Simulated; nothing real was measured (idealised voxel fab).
process module | voxel plated lines
The width of the displayed cross-section, cut, is 265 nm; its cells are square, with a size of 5 nm.
A cross-section is a grid of square cells, given in bands from the top down. A band is one or more rows of cells. Quick guide to a band line: top height, bottom height (nm) up front; then every material left to right with its width in nm. Only one material and it's marked "all across"? Then it fills the band edge to edge. And "air" just means empty space. Beneath 0, the wafer as received is one material, and that level is where height counting begins. The lowest band goes on downward without a bottom; it is written like "z 0 and below". The expression "30->40" gives the width at the extremes of the band, the first number at its top row of cells and the second at its bottom row, with the width changing by equal amounts from each row to the next in between. It should be understood that the words "nothing changed", when stated for a given step, signify that the cross-section underwent no change in any of its cells during that step. The list in "Unvented internal voids" covers empty spaces of 8 cells or more that cannot reach the top through any open way, and it gives each as width x height at distance; the distance is from the left edge, and width, height and distance are in nm. On a step's line, text after the settings is the simulator commenting on that step. "overlay nm", when on a step's line for a step with a mask, measures how far to the right of its planned place the mask lay; a negative measure means to the left.

PLANNED STEP LIST FOR THE PROCESS
step 1: RECEIVE (material Si)
step 2: CONFORMAL_DEP (material SiO2; thk nm 5)
step 3: DIRECTIONAL_DEP (material TiN; thk nm 5)
step 4: PATTERN (tone open; mask id LINES; material resist; width nm 20; pitch nm 45; thk nm 25; overlay nm 0)
step 5: EPI (material Ru; thk nm 5)
step 6: EPI (material Ru; thk nm 5)
step 7: STRIP (etch materials resist)
step 8: DIRECTIONAL_ETCH (etch materials TiN; depth nm 5)
step 9: CONFORMAL_DEP (material SiN; thk nm 5)
The wafers are alike at the start. At step 3, their thk nm differs. The plan lists the first wafer's value.

SO THIS IS THE FIRST OF SEVERAL WAFERS, CROSS-SECTIONED AS IT CAME TO US, MEANING IT'S AT THE END OF STEP 1
* z 0 and below  Si all across
* Unvented internal voids: none

BELOW: A ROW PER WAFER. CONTENTS AT END OF MODULE: FOR EVERY MATERIAL, CELLS GAINED SINCE RECEIPT (+) OR LOST SINCE RECEIPT (-); THEN CLOSED VOIDS
thk nm 5 | +32 Ru | +77 SiN | +53 SiO2 | +16 TiN | Unvented internal voids: none
thk nm 10 | +32 Ru | +77 SiN | +53 SiO2 | +69 TiN | Unvented internal voids: none
thk nm 15 | +32 Ru | +77 SiN | +53 SiO2 | +122 TiN | Unvented internal voids: none
thk nm 20 | +32 Ru | +77 SiN | +53 SiO2 | +175 TiN | Unvented internal voids: none
